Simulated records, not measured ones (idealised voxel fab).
Name of the process module below: voxel self aligned contacts
FYI the section here is cut, 300 nm wide, cells are 5 nm squares.
If you're reading a cross-section in this doc, picture square cells in a grid; it comes to you as bands, top ones listed first down to the bottom, and a band can be one or more rows of cells. Band entry format. Leading values: height of top, height of bottom, nm. Remainder: materials in left-to-right order, each with its width in nm. Special words: "throughout" on a single material, which then fills the band edge to edge; "empty", empty space. The level at which height equals 0 is the one under which the wafer, as it arrives, is entirely one material. No lower edge exists for the bottom band, which continues downward and is notated as in "0 -> down". Width: "30 to 40" (first number = top row, second number = bottom row, same change from row to row of cells). "remains unaltered", as given for a step, is the statement that not any cell of the cross-section underwent a change during that step. Empty spaces without an open route to the top, at least 8 cells in extent, make up the entry "Cavities, closed"; each is given as width x height at distance, where the distance is measured from the left edge, and all are in nm. after a step's settings: what the simulator itself notes on the step. If you see "overlay nm" on a step's line and that step has a mask, it's telling you how far right of where it was planned the mask ended up; a negative number means it went left instead. For the reader: what remains of this document is a series of pairs, each showing a cross-section before one process step and a cross-section after that step which reaches down only to the lowest band that changed, with the step between them and its settings set out under the pair. It should not be assumed that a pair continues from the pair above it; the pairs can come from different runs of this module on the same starting wafer, and such continuity exists only where the entry headed "Pre-step geometry" says so.
PRE-STEP GEOMETRY
  55 -> 50 | 85 nm SiO2 / 55 nm empty / 20 nm SiO2 / 55 nm empty / 85 nm SiO2
  50 -> 25 | 50 nm SiO2 / 10 nm SiN / 30 nm polySi / 10 nm SiN / 25 nm empty / 10 nm SiN / 30 nm polySi / 10 nm SiN / 25 nm empty / 10 nm SiN / 30 nm polySi / 10 nm SiN / 50 nm SiO2
  25 -> 0 | SiN throughout
  0 -> -5 | SiO2 throughout
  -5 -> down | Si throughout
  Cavities, closed: none
STRUCTURE AFTER STEP
  60 -> 55 | 90 nm TiN / 45 nm empty / 30 nm TiN / 45 nm empty / 90 nm TiN
  55 -> 50 | 85 nm SiO2 / 20 nm TiN / 15 nm empty / 20 nm TiN / 20 nm SiO2 / 20 nm TiN / 15 nm empty / 20 nm TiN / 85 nm SiO2
  50 -> 30 | 50 nm SiO2 / 10 nm SiN / 30 nm polySi / 10 nm SiN / 5 nm TiN / 15 nm empty / 5 nm TiN / 10 nm SiN / 30 nm polySi / 10 nm SiN / 5 nm TiN / 15 nm empty / 5 nm TiN / 10 nm SiN / 30 nm polySi / 10 nm SiN / 50 nm SiO2
  30 -> 25 | 50 nm SiO2 / 10 nm SiN / 30 nm polySi / 10 nm SiN / 25 nm TiN / 10 nm SiN / 30 nm polySi / 10 nm SiN / 25 nm TiN / 10 nm SiN / 30 nm polySi / 10 nm SiN / 50 nm SiO2
  For the remainder of the cross-section, below 25, there is no change.
  Cavities, closed: none
In between the cross-sections above, the run called for CONFORMAL_DEP, material TiN, thk nm 5
Pre-step geometry: the wafer arrives at this step looking as the after cross-section in the pair just above shows it.
STRUCTURE AFTER STEP
  65 -> 60 | W throughout
  60 -> 55 | 90 nm TiN / 45 nm W / 30 nm TiN / 45 nm W / 90 nm TiN
  55 -> 50 | 85 nm SiO2 / 20 nm TiN / 15 nm W / 20 nm TiN / 20 nm SiO2 / 20 nm TiN / 15 nm W / 20 nm TiN / 85 nm SiO2
  50 -> 30 | 50 nm SiO2 / 10 nm SiN / 30 nm polySi / 10 nm SiN / 5 nm TiN / 15 nm W / 5 nm TiN / 10 nm SiN / 30 nm polySi / 10 nm SiN / 5 nm TiN / 15 nm W / 5 nm TiN / 10 nm SiN / 30 nm polySi / 10 nm SiN / 50 nm SiO2
  For the remainder of the cross-section, below 30, there is no change.
  Cavities, closed: none
In between the cross-sections above, the run called for FILL_DEP, material W, thk nm 5
Pre-step geometry: the wafer arrives at this step looking as the after cross-section in the pair just above shows it.
STRUCTURE AFTER STEP
  55 -> 50 | 85 nm SiO2 / 20 nm TiN / 15 nm W / 20 nm TiN / 20 nm SiO2 / 20 nm TiN / 15 nm W / 20 nm TiN / 85 nm SiO2
  For the remainder of the cross-section, below 50, there is no change.
  Cavities, closed: none
In between the cross-sections above, the run called for CMP, height nm 55
Pre-step geometry: the wafer arrives at this step looking as the after cross-section in the pair just above shows it.
STRUCTURE AFTER STEP
  60 -> 55 | SiN throughout
  For the remainder of the cross-section, below 55, there is no change.
  Cavities, closed: none
In between the cross-sections above, the run called for CONFORMAL_DEP, material SiN, thk nm 5
PRE-STEP GEOMETRY
  0 -> down | Si throughout
  Cavities, closed: none
STRUCTURE AFTER STEP
  0 -> -15 | SiO2 throughout
  For the remainder of the cross-section, below -15, there is no change.
  Cavities, closed: none
In between the cross-sections above, the run called for OXIDIZE, depth nm 15
Pre-step geometry: the wafer arrives at this step looking as the after cross-section in the pair just above shows it.
STRUCTURE AFTER STEP
  25 -> 0 | polySi throughout
  For the remainder of the cross-section, below 0, there is no change.
  Cavities, closed: none
In between the cross-sections above, the run called for DIRECTIONAL_DEP, material polySi, thk nm 25
Pre-step geometry: the wafer arrives at this step looking as the after cross-section in the pair just above shows it.
STRUCTURE AFTER STEP
  50 -> 25 | SiN throughout
  For the remainder of the cross-section, below 25, there is no change.
  Cavities, closed: none
In between the cross-sections above, the run called for DIRECTIONAL_DEP, material SiN, thk nm 25
Pre-step geometry: the wafer arrives at this step looking as the after cross-section in the pair just above shows it.
STRUCTURE AFTER STEP
  50 -> 25 | 60 nm empty / 30 nm SiN / 45 nm empty / 30 nm SiN / 45 nm empty / 30 nm SiN / 60 nm empty
  For the remainder of the cross-section, below 25, there is no change.
  Cavities, closed: none
In between the cross-sections above, the run called for MASKED_ETCH, tone cover, mask id GATE, width nm 30, pitch nm 75, etch materials SiN, depth nm 25, overlay nm 0
Pre-step geometry: the wafer arrives at this step looking as the after cross-section in the pair just above shows it.
STRUCTURE AFTER STEP
  50 -> 25 | 60 nm empty / 30 nm SiN / 45 nm empty / 30 nm SiN / 45 nm empty / 30 nm SiN / 60 nm empty
  25 -> 0 | 60 nm empty / 30 nm polySi / 45 nm empty / 30 nm polySi / 45 nm empty / 30 nm polySi / 60 nm empty
  For the remainder of the cross-section, below 0, there is no change.
  Cavities, closed: none
In between the cross-sections above, the run called for MASKED_ETCH, tone cover, mask id GATE, width nm 30, pitch nm 75, etch materials polySi, depth nm 25, overlay nm 0
Pre-step geometry: the wafer arrives at this step looking as the after cross-section in the pair just above shows it.
STRUCTURE AFTER STEP
  60 -> 25 | 50 nm empty / 50 nm SiN / 25 nm empty / 50 nm SiN / 25 nm empty / 50 nm SiN / 50 nm empty
  25 -> 10 | 50 nm empty / 10 nm SiN / 30 nm polySi / 10 nm SiN / 25 nm empty / 10 nm SiN / 30 nm polySi / 10 nm SiN / 25 nm empty / 10 nm SiN / 30 nm polySi / 10 nm SiN / 50 nm empty
  10 -> 0 | 60 nm SiN / 30 nm polySi / 45 nm SiN / 30 nm polySi / 45 nm SiN / 30 nm polySi / 60 nm SiN
  For the remainder of the cross-section, below 0, there is no change.
  Cavities, closed: none
In between the cross-sections above, the run called for CONFORMAL_DEP, material SiN, thk nm 10
Pre-step geometry: the wafer arrives at this step looking as the after cross-section in the pair just above shows it.
STRUCTURE AFTER STEP
  50 -> 25 | 50 nm empty / 50 nm SiN / 25 nm empty / 50 nm SiN / 25 nm empty / 50 nm SiN / 50 nm empty
  25 -> 0 | 50 nm empty / 10 nm SiN / 30 nm polySi / 10 nm SiN / 25 nm empty / 10 nm SiN / 30 nm polySi / 10 nm SiN / 25 nm empty / 10 nm SiN / 30 nm polySi / 10 nm SiN / 50 nm empty
  For the remainder of the cross-section, below 0, there is no change.
  Cavities, closed: none
In between the cross-sections above, the run called for DIRECTIONAL_ETCH, etch materials SiN, depth nm 10
Pre-step geometry: the wafer arrives at this step looking as the after cross-section in the pair just above shows it.
STRUCTURE AFTER STEP
  65 -> 50 | SiO2 throughout
  50 -> 25 | 50 nm SiO2 / 50 nm SiN / 25 nm SiO2 / 50 nm SiN / 25 nm SiO2 / 50 nm SiN / 50 nm SiO2
  25 -> 0 | 50 nm SiO2 / 10 nm SiN / 30 nm polySi / 10 nm SiN / 25 nm SiO2 / 10 nm SiN / 30 nm polySi / 10 nm SiN / 25 nm SiO2 / 10 nm SiN / 30 nm polySi / 10 nm SiN / 50 nm SiO2
  For the remainder of the cross-section, below 0, there is no change.
  Cavities, closed: none
In between the cross-sections above, the run called for FILL_DEP, material SiO2, thk nm 15
Pre-step geometry: the wafer arrives at this step looking as the after cross-section in the pair just above shows it.
STRUCTURE AFTER STEP
  55 -> 50 | SiO2 throughout
  For the remainder of the cross-section, below 50, there is no change.
  Cavities, closed: none
In between the cross-sections above, the run called for CMP, height nm 55
Pre-step geometry: the wafer arrives at this step looking as the after cross-section in the pair just above shows it.
STRUCTURE AFTER STEP
  70 -> 55 | 85 nm resist / 55 nm empty / 20 nm resist / 55 nm empty / 85 nm resist
  For the remainder of the cross-section, below 55, there is no change.
  Cavities, closed: none
In between the cross-sections above, the run called for PATTERN, tone open, mask id CONTACT, material resist, width nm 55, pitch nm 75, thk nm 15, overlay nm 0
Pre-step geometry: the wafer arrives at this step looking as the after cross-section in the pair just above shows it.
STRUCTURE AFTER STEP
  70 -> 55 | 85 nm resist / 55 nm empty / 20 nm resist / 55 nm empty / 85 nm resist
  55 -> 50 | 85 nm SiO2 / 55 nm empty / 20 nm SiO2 / 55 nm empty / 85 nm SiO2
  50 -> 25 | 50 nm SiO2 / 50 nm SiN / 25 nm empty / 50 nm SiN / 25 nm empty / 50 nm SiN / 50 nm SiO2
  25 -> 0 | 50 nm SiO2 / 10 nm SiN / 30 nm polySi / 10 nm SiN / 25 nm empty / 10 nm SiN / 30 nm polySi / 10 nm SiN / 25 nm empty / 10 nm SiN / 30 nm polySi / 10 nm SiN / 50 nm SiO2
  0 -> -5 | 100 nm SiO2 / 25 nm empty / 50 nm SiO2 / 25 nm empty / 100 nm SiO2
  For the remainder of the cross-section, below -5, there is no change.
  Cavities, closed: none
In between the cross-sections above, the run called for DIRECTIONAL_ETCH, etch materials SiO2, depth nm 60
Pre-step geometry: the wafer arrives at this step looking as the after cross-section in the pair just above shows it.
STRUCTURE AFTER STEP
  55 -> 50 | 85 nm SiO2 / 55 nm empty / 20 nm SiO2 / 55 nm empty / 85 nm SiO2
  For the remainder of the cross-section, below 50, there is no change.
  Cavities, closed: none
In between the cross-sections above, the run called for STRIP, etch materials resist
Pre-step geometry: the wafer arrives at this step looking as the after cross-section in the pair just above shows it.
STRUCTURE AFTER STEP
  60 -> 55 | 90 nm TiN / 45 nm empty / 30 nm TiN / 45 nm empty / 90 nm TiN
  55 -> 50 | 85 nm SiO2 / 20 nm TiN / 15 nm empty / 20 nm TiN / 20 nm SiO2 / 20 nm TiN / 15 nm empty / 20 nm TiN / 85 nm SiO2
  50 -> 25 | 50 nm SiO2 / 50 nm SiN / 5 nm TiN / 15 nm empty / 5 nm TiN / 50 nm SiN / 5 nm TiN / 15 nm empty / 5 nm TiN / 50 nm SiN / 50 nm SiO2
  25 -> 0 | 50 nm SiO2 / 10 nm SiN / 30 nm polySi / 10 nm SiN / 5 nm TiN / 15 nm empty / 5 nm TiN / 10 nm SiN / 30 nm polySi / 10 nm SiN / 5 nm TiN / 15 nm empty / 5 nm TiN / 10 nm SiN / 30 nm polySi / 10 nm SiN / 50 nm SiO2
  0 -> -5 | 100 nm SiO2 / 25 nm TiN / 50 nm SiO2 / 25 nm TiN / 100 nm SiO2
  For the remainder of the cross-section, below -5, there is no change.
  Cavities, closed: none
In between the cross-sections above, the run called for CONFORMAL_DEP, material TiN, thk nm 5
Pre-step geometry: the wafer arrives at this step looking as the after cross-section in the pair just above shows it.
STRUCTURE AFTER STEP
  65 -> 60 | W throughout
  60 -> 55 | 90 nm TiN / 45 nm W / 30 nm TiN / 45 nm W / 90 nm TiN
  55 -> 50 | 85 nm SiO2 / 20 nm TiN / 15 nm W / 20 nm TiN / 20 nm SiO2 / 20 nm TiN / 15 nm W / 20 nm TiN / 85 nm SiO2
  50 -> 25 | 50 nm SiO2 / 50 nm SiN / 5 nm TiN / 15 nm W / 5 nm TiN / 50 nm SiN / 5 nm TiN / 15 nm W / 5 nm TiN / 50 nm SiN / 50 nm SiO2
  25 -> 0 | 50 nm SiO2 / 10 nm SiN / 30 nm polySi / 10 nm SiN / 5 nm TiN / 15 nm W / 5 nm TiN / 10 nm SiN / 30 nm polySi / 10 nm SiN / 5 nm TiN / 15 nm W / 5 nm TiN / 10 nm SiN / 30 nm polySi / 10 nm SiN / 50 nm SiO2
  For the remainder of the cross-section, below 0, there is no change.
  Cavities, closed: none
In between the cross-sections above, the run called for FILL_DEP, material W, thk nm 5
Pre-step geometry: the wafer arrives at this step looking as the after cross-section in the pair just above shows it.
STRUCTURE AFTER STEP
  55 -> 50 | 85 nm SiO2 / 20 nm TiN / 15 nm W / 20 nm TiN / 20 nm SiO2 / 20 nm TiN / 15 nm W / 20 nm TiN / 85 nm SiO2
  For the remainder of the cross-section, below 50, there is no change.
  Cavities, closed: none
In between the cross-sections above, the run called for CMP, height nm 55
Pre-step geometry: the wafer arrives at this step looking as the after cross-section in the pair just above shows it.
STRUCTURE AFTER STEP
  60 -> 55 | SiN throughout
  For the remainder of the cross-section, below 55, there is no change.
  Cavities, closed: none
In between the cross-sections above, the run called for CONFORMAL_DEP, material SiN, thk nm 5
PRE-STEP GEOMETRY
  50 -> 25 | SiN throughout
  25 -> 0 | polySi throughout
  0 -> -5 | SiO2 throughout
  -5 -> down | Si throughout
  Cavities, closed: none
STRUCTURE AFTER STEP
  50 -> 25 | 65 nm empty / 25 nm SiN / 50 nm empty / 25 nm SiN / 50 nm empty / 25 nm SiN / 60 nm empty
  For the remainder of the cross-section, below 25, there is no change.
  Cavities, closed: none
In between the cross-sections above, the run called for MASKED_ETCH, tone cover, mask id GATE, width nm 25, pitch nm 75, etch materials SiN, depth nm 25, overlay nm 0
Pre-step geometry: the wafer arrives at this step looking as the after cross-section in the pair just above shows it.
STRUCTURE AFTER STEP
  50 -> 25 | 65 nm empty / 25 nm SiN / 50 nm empty / 25 nm SiN / 50 nm empty / 25 nm SiN / 60 nm empty
  25 -> 0 | 60 nm empty / 30 nm polySi / 45 nm empty / 30 nm polySi / 45 nm empty / 30 nm polySi / 60 nm empty
  For the remainder of the cross-section, below 0, there is no change.
  Cavities, closed: none
In between the cross-sections above, the run called for MASKED_ETCH, tone cover, mask id GATE, width nm 30, pitch nm 75, etch materials polySi, depth nm 25, overlay nm 0
Pre-step geometry: the wafer arrives at this step looking as the after cross-section in the pair just above shows it.
STRUCTURE AFTER STEP
  60 -> 35 | 55 nm empty / 45 nm SiN / 30 nm empty / 45 nm SiN / 30 nm empty / 45 nm SiN / 50 nm empty
  35 -> 25 | 50 nm empty / 50 nm SiN / 25 nm empty / 50 nm SiN / 25 nm empty / 50 nm SiN / 50 nm empty
  25 -> 10 | 50 nm empty / 10 nm SiN / 30 nm polySi / 10 nm SiN / 25 nm empty / 10 nm SiN / 30 nm polySi / 10 nm SiN / 25 nm empty / 10 nm SiN / 30 nm polySi / 10 nm SiN / 50 nm empty
  10 -> 0 | 60 nm SiN / 30 nm polySi / 45 nm SiN / 30 nm polySi / 45 nm SiN / 30 nm polySi / 60 nm SiN
  For the remainder of the cross-section, below 0, there is no change.
  Cavities, closed: none
In between the cross-sections above, the run called for CONFORMAL_DEP, material SiN, thk nm 10
Pre-step geometry: the wafer arrives at this step looking as the after cross-section in the pair just above shows it.
STRUCTURE AFTER STEP
  50 -> 25 | 55 nm empty / 45 nm SiN / 30 nm empty / 45 nm SiN / 30 nm empty / 45 nm SiN / 50 nm empty
  25 -> 0 | 50 nm empty / 10 nm SiN / 30 nm polySi / 10 nm SiN / 25 nm empty / 10 nm SiN / 30 nm polySi / 10 nm SiN / 25 nm empty / 10 nm SiN / 30 nm polySi / 10 nm SiN / 50 nm empty
  For the remainder of the cross-section, below 0, there is no change.
  Cavities, closed: none
In between the cross-sections above, the run called for DIRECTIONAL_ETCH, etch materials SiN, depth nm 10
Pre-step geometry: the wafer arrives at this step looking as the after cross-section in the pair just above shows it.
STRUCTURE AFTER STEP
  65 -> 50 | SiO2 throughout
  50 -> 25 | 55 nm SiO2 / 45 nm SiN / 30 nm SiO2 / 45 nm SiN / 30 nm SiO2 / 45 nm SiN / 50 nm SiO2
  25 -> 0 | 50 nm SiO2 / 10 nm SiN / 30 nm polySi / 10 nm SiN / 25 nm SiO2 / 10 nm SiN / 30 nm polySi / 10 nm SiN / 25 nm SiO2 / 10 nm SiN / 30 nm polySi / 10 nm SiN / 50 nm SiO2
  For the remainder of the cross-section, below 0, there is no change.
  Cavities, closed: none
In between the cross-sections above, the run called for FILL_DEP, material SiO2, thk nm 15
Pre-step geometry: the wafer arrives at this step looking as the after cross-section in the pair just above shows it.
STRUCTURE AFTER STEP
  55 -> 50 | SiO2 throughout
  For the remainder of the cross-section, below 50, there is no change.
  Cavities, closed: none
In between the cross-sections above, the run called for CMP, height nm 55
Pre-step geometry: the wafer arrives at this step looking as the after cross-section in the pair just above shows it.
STRUCTURE AFTER STEP
  70 -> 55 | 85 nm resist / 55 nm empty / 20 nm resist / 55 nm empty / 85 nm resist
  For the remainder of the cross-section, below 55, there is no change.
  Cavities, closed: none
In between the cross-sections above, the run called for PATTERN, tone open, mask id CONTACT, material resist, width nm 55, pitch nm 75, thk nm 15, overlay nm 0
Pre-step geometry: the wafer arrives at this step looking as the after cross-section in the pair just above shows it.
STRUCTURE AFTER STEP
  70 -> 55 | 85 nm resist / 55 nm empty / 20 nm resist / 55 nm empty / 85 nm resist
  55 -> 50 | 85 nm SiO2 / 55 nm empty / 20 nm SiO2 / 55 nm empty / 85 nm SiO2
  50 -> 25 | 55 nm SiO2 / 45 nm SiN / 30 nm empty / 45 nm SiN / 30 nm empty / 45 nm SiN / 50 nm SiO2
  25 -> 0 | 50 nm SiO2 / 10 nm SiN / 30 nm polySi / 10 nm SiN / 25 nm empty / 10 nm SiN / 30 nm polySi / 10 nm SiN / 25 nm empty / 10 nm SiN / 30 nm polySi / 10 nm SiN / 50 nm SiO2
  0 -> -5 | 100 nm SiO2 / 25 nm empty / 50 nm SiO2 / 25 nm empty / 100 nm SiO2
  For the remainder of the cross-section, below -5, there is no change.
  Cavities, closed: none
In between the cross-sections above, the run called for DIRECTIONAL_ETCH, etch materials SiO2, depth nm 60
Pre-step geometry: the wafer arrives at this step looking as the after cross-section in the pair just above shows it.
STRUCTURE AFTER STEP
  55 -> 50 | 85 nm SiO2 / 55 nm empty / 20 nm SiO2 / 55 nm empty / 85 nm SiO2
  For the remainder of the cross-section, below 50, there is no change.
  Cavities, closed: none
In between the cross-sections above, the run called for STRIP, etch materials resist
Pre-step geometry: the wafer arrives at this step looking as the after cross-section in the pair just above shows it.
STRUCTURE AFTER STEP
  60 -> 55 | 90 nm TiN / 45 nm empty / 30 nm TiN / 45 nm empty / 90 nm TiN
  55 -> 50 | 85 nm SiO2 / 20 nm TiN / 20 nm empty / 15 nm TiN / 20 nm SiO2 / 20 nm TiN / 20 nm empty / 15 nm TiN / 85 nm SiO2
  50 -> 30 | 55 nm SiO2 / 45 nm SiN / 5 nm TiN / 20 nm empty / 5 nm TiN / 45 nm SiN / 5 nm TiN / 20 nm empty / 5 nm TiN / 45 nm SiN / 50 nm SiO2
  30 -> 25 | 55 nm SiO2 / 45 nm SiN / 5 nm TiN / 15 nm empty / 10 nm TiN / 45 nm SiN / 5 nm TiN / 15 nm empty / 10 nm TiN / 45 nm SiN / 50 nm SiO2
  25 -> 0 | 50 nm SiO2 / 10 nm SiN / 30 nm polySi / 10 nm SiN / 5 nm TiN / 15 nm empty / 5 nm TiN / 10 nm SiN / 30 nm polySi / 10 nm SiN / 5 nm TiN / 15 nm empty / 5 nm TiN / 10 nm SiN / 30 nm polySi / 10 nm SiN / 50 nm SiO2
  0 -> -5 | 100 nm SiO2 / 25 nm TiN / 50 nm SiO2 / 25 nm TiN / 100 nm SiO2
  For the remainder of the cross-section, below -5, there is no change.
  Cavities, closed: none
In between the cross-sections above, the run called for CONFORMAL_DEP, material TiN, thk nm 5
Pre-step geometry: the wafer arrives at this step looking as the after cross-section in the pair just above shows it.
STRUCTURE AFTER STEP
  65 -> 60 | W throughout
  60 -> 55 | 90 nm TiN / 45 nm W / 30 nm TiN / 45 nm W / 90 nm TiN
  55 -> 50 | 85 nm SiO2 / 20 nm TiN / 20 nm W / 15 nm TiN / 20 nm SiO2 / 20 nm TiN / 20 nm W / 15 nm TiN / 85 nm SiO2
  50 -> 30 | 55 nm SiO2 / 45 nm SiN / 5 nm TiN / 20 nm W / 5 nm TiN / 45 nm SiN / 5 nm TiN / 20 nm W / 5 nm TiN / 45 nm SiN / 50 nm SiO2
  30 -> 25 | 55 nm SiO2 / 45 nm SiN / 5 nm TiN / 15 nm W / 10 nm TiN / 45 nm SiN / 5 nm TiN / 15 nm W / 10 nm TiN / 45 nm SiN / 50 nm SiO2
  25 -> 0 | 50 nm SiO2 / 10 nm SiN / 30 nm polySi / 10 nm SiN / 5 nm TiN / 15 nm W / 5 nm TiN / 10 nm SiN / 30 nm polySi / 10 nm SiN / 5 nm TiN / 15 nm W / 5 nm TiN / 10 nm SiN / 30 nm polySi / 10 nm SiN / 50 nm SiO2
  For the remainder of the cross-section, below 0, there is no change.
  Cavities, closed: none
In between the cross-sections above, the run called for FILL_DEP, material W, thk nm 5
Pre-step geometry: the wafer arrives at this step looking as the after cross-section in the pair just above shows it.
STRUCTURE AFTER STEP
  55 -> 50 | 85 nm SiO2 / 20 nm TiN / 20 nm W / 15 nm TiN / 20 nm SiO2 / 20 nm TiN / 20 nm W / 15 nm TiN / 85 nm SiO2
  For the remainder of the cross-section, below 50, there is no change.
  Cavities, closed: none
In between the cross-sections above, the run called for CMP, height nm 55
Pre-step geometry: the wafer arrives at this step looking as the after cross-section in the pair just above shows it.
STRUCTURE AFTER STEP
  60 -> 55 | SiN throughout
  For the remainder of the cross-section, below 55, there is no change.
  Cavities, closed: none
In between the cross-sections above, the run called for CONFORMAL_DEP, material SiN, thk nm 5
PRE-STEP GEOMETRY
  50 -> 25 | SiN throughout
  25 -> 0 | polySi throughout
  0 -> -5 | SiO2 throughout
  -5 -> down | Si throughout
  Cavities, closed: none
STRUCTURE AFTER STEP
  50 -> 25 | 55 nm empty / 30 nm SiN / 45 nm empty / 30 nm SiN / 45 nm empty / 30 nm SiN / 65 nm empty
  For the remainder of the cross-section, below 25, there is no change.
  Cavities, closed: none
In between the cross-sections above, the run called for MASKED_ETCH, tone cover, mask id GATE, width nm 30, pitch nm 75, etch materials SiN, depth nm 25, overlay nm -5
Pre-step geometry: the wafer arrives at this step looking as the after cross-section in the pair just above shows it.
STRUCTURE AFTER STEP
  50 -> 25 | 55 nm empty / 30 nm SiN / 45 nm empty / 30 nm SiN / 45 nm empty / 30 nm SiN / 65 nm empty
  25 -> 0 | 55 nm empty / 35 nm polySi / 40 nm empty / 35 nm polySi / 40 nm empty / 35 nm polySi / 60 nm empty
  For the remainder of the cross-section, below 0, there is no change.
  Cavities, closed: none
In between the cross-sections above, the run called for MASKED_ETCH, tone cover, mask id GATE, width nm 30, pitch nm 75, etch materials polySi, depth nm 25, overlay nm 0
Pre-step geometry: the wafer arrives at this step looking as the after cross-section in the pair just above shows it.
STRUCTURE AFTER STEP
  60 -> 35 | 45 nm empty / 50 nm SiN / 25 nm empty / 50 nm SiN / 25 nm empty / 50 nm SiN / 55 nm empty
  35 -> 25 | 45 nm empty / 55 nm SiN / 20 nm empty / 55 nm SiN / 20 nm empty / 55 nm SiN / 50 nm empty
  25 -> 10 | 45 nm empty / 10 nm SiN / 35 nm polySi / 10 nm SiN / 20 nm empty / 10 nm SiN / 35 nm polySi / 10 nm SiN / 20 nm empty / 10 nm SiN / 35 nm polySi / 10 nm SiN / 50 nm empty
  10 -> 0 | 55 nm SiN / 35 nm polySi / 40 nm SiN / 35 nm polySi / 40 nm SiN / 35 nm polySi / 60 nm SiN
  For the remainder of the cross-section, below 0, there is no change.
  Cavities, closed: none
In between the cross-sections above, the run called for CONFORMAL_DEP, material SiN, thk nm 10
Pre-step geometry: the wafer arrives at this step looking as the after cross-section in the pair just above shows it.
STRUCTURE AFTER STEP
  50 -> 25 | 45 nm empty / 50 nm SiN / 25 nm empty / 50 nm SiN / 25 nm empty / 50 nm SiN / 55 nm empty
  25 -> 0 | 45 nm empty / 10 nm SiN / 35 nm polySi / 10 nm SiN / 20 nm empty / 10 nm SiN / 35 nm polySi / 10 nm SiN / 20 nm empty / 10 nm SiN / 35 nm polySi / 10 nm SiN / 50 nm empty
  For the remainder of the cross-section, below 0, there is no change.
  Cavities, closed: none
In between the cross-sections above, the run called for DIRECTIONAL_ETCH, etch materials SiN, depth nm 10
Pre-step geometry: the wafer arrives at this step looking as the after cross-section in the pair just above shows it.
STRUCTURE AFTER STEP
  65 -> 50 | SiO2 throughout
  50 -> 25 | 45 nm SiO2 / 50 nm SiN / 25 nm SiO2 / 50 nm SiN / 25 nm SiO2 / 50 nm SiN / 55 nm SiO2
  25 -> 0 | 45 nm SiO2 / 10 nm SiN / 35 nm polySi / 10 nm SiN / 20 nm SiO2 / 10 nm SiN / 35 nm polySi / 10 nm SiN / 20 nm SiO2 / 10 nm SiN / 35 nm polySi / 10 nm SiN / 50 nm SiO2
  For the remainder of the cross-section, below 0, there is no change.
  Cavities, closed: none
In between the cross-sections above, the run called for FILL_DEP, material SiO2, thk nm 15
Pre-step geometry: the wafer arrives at this step looking as the after cross-section in the pair just above shows it.
STRUCTURE AFTER STEP
  55 -> 50 | SiO2 throughout
  For the remainder of the cross-section, below 50, there is no change.
  Cavities, closed: none
In between the cross-sections above, the run called for CMP, height nm 55
Pre-step geometry: the wafer arrives at this step looking as the after cross-section in the pair just above shows it.
STRUCTURE AFTER STEP
  70 -> 55 | 85 nm resist / 55 nm empty / 20 nm resist / 55 nm empty / 85 nm resist
  For the remainder of the cross-section, below 55, there is no change.
  Cavities, closed: none
In between the cross-sections above, the run called for PATTERN, tone open, mask id CONTACT, material resist, width nm 55, pitch nm 75, thk nm 15, overlay nm 0
Pre-step geometry: the wafer arrives at this step looking as the after cross-section in the pair just above shows it.
STRUCTURE AFTER STEP
  70 -> 55 | 85 nm resist / 55 nm empty / 20 nm resist / 55 nm empty / 85 nm resist
  55 -> 50 | 85 nm SiO2 / 55 nm empty / 20 nm SiO2 / 55 nm empty / 85 nm SiO2
  50 -> 25 | 45 nm SiO2 / 50 nm SiN / 25 nm empty / 50 nm SiN / 25 nm empty / 50 nm SiN / 55 nm SiO2
  25 -> 0 | 45 nm SiO2 / 10 nm SiN / 35 nm polySi / 10 nm SiN / 20 nm empty / 10 nm SiN / 35 nm polySi / 10 nm SiN / 20 nm empty / 10 nm SiN / 35 nm polySi / 10 nm SiN / 50 nm SiO2
  0 -> -5 | 100 nm SiO2 / 20 nm empty / 55 nm SiO2 / 20 nm empty / 105 nm SiO2
  For the remainder of the cross-section, below -5, there is no change.
  Cavities, closed: none
In between the cross-sections above, the run called for DIRECTIONAL_ETCH, etch materials SiO2, depth nm 60
Pre-step geometry: the wafer arrives at this step looking as the after cross-section in the pair just above shows it.
STRUCTURE AFTER STEP
  55 -> 50 | 85 nm SiO2 / 55 nm empty / 20 nm SiO2 / 55 nm empty / 85 nm SiO2
  For the remainder of the cross-section, below 50, there is no change.
  Cavities, closed: none
In between the cross-sections above, the run called for STRIP, etch materials resist
Pre-step geometry: the wafer arrives at this step looking as the after cross-section in the pair just above shows it.
STRUCTURE AFTER STEP
  60 -> 55 | 90 nm TiN / 45 nm empty / 30 nm TiN / 45 nm empty / 90 nm TiN
  55 -> 50 | 85 nm SiO2 / 15 nm TiN / 15 nm empty / 25 nm TiN / 20 nm SiO2 / 15 nm TiN / 15 nm empty / 25 nm TiN / 85 nm SiO2
  50 -> 30 | 45 nm SiO2 / 50 nm SiN / 5 nm TiN / 15 nm empty / 5 nm TiN / 50 nm SiN / 5 nm TiN / 15 nm empty / 5 nm TiN / 50 nm SiN / 55 nm SiO2
  30 -> 25 | 45 nm SiO2 / 50 nm SiN / 10 nm TiN / 10 nm empty / 5 nm TiN / 50 nm SiN / 10 nm TiN / 10 nm empty / 5 nm TiN / 50 nm SiN / 55 nm SiO2
  25 -> 0 | 45 nm SiO2 / 10 nm SiN / 35 nm polySi / 10 nm SiN / 5 nm TiN / 10 nm empty / 5 nm TiN / 10 nm SiN / 35 nm polySi / 10 nm SiN / 5 nm TiN / 10 nm empty / 5 nm TiN / 10 nm SiN / 35 nm polySi / 10 nm SiN / 50 nm SiO2
  0 -> -5 | 100 nm SiO2 / 20 nm TiN / 55 nm SiO2 / 20 nm TiN / 105 nm SiO2
  For the remainder of the cross-section, below -5, there is no change.
  Cavities, closed: none
In between the cross-sections above, the run called for CONFORMAL_DEP, material TiN, thk nm 5
Pre-step geometry: the wafer arrives at this step looking as the after cross-section in the pair just above shows it.
STRUCTURE AFTER STEP
  65 -> 60 | W throughout
  60 -> 55 | 90 nm TiN / 45 nm W / 30 nm TiN / 45 nm W / 90 nm TiN
  55 -> 50 | 85 nm SiO2 / 15 nm TiN / 15 nm W / 25 nm TiN / 20 nm SiO2 / 15 nm TiN / 15 nm W / 25 nm TiN / 85 nm SiO2
  50 -> 30 | 45 nm SiO2 / 50 nm SiN / 5 nm TiN / 15 nm W / 5 nm TiN / 50 nm SiN / 5 nm TiN / 15 nm W / 5 nm TiN / 50 nm SiN / 55 nm SiO2
  30 -> 25 | 45 nm SiO2 / 50 nm SiN / 10 nm TiN / 10 nm W / 5 nm TiN / 50 nm SiN / 10 nm TiN / 10 nm W / 5 nm TiN / 50 nm SiN / 55 nm SiO2
  25 -> 0 | 45 nm SiO2 / 10 nm SiN / 35 nm polySi / 10 nm SiN / 5 nm TiN / 10 nm W / 5 nm TiN / 10 nm SiN / 35 nm polySi / 10 nm SiN / 5 nm TiN / 10 nm W / 5 nm TiN / 10 nm SiN / 35 nm polySi / 10 nm SiN / 50 nm SiO2
  For the remainder of the cross-section, below 0, there is no change.
  Cavities, closed: none
In between the cross-sections above, the run called for FILL_DEP, material W, thk nm 5
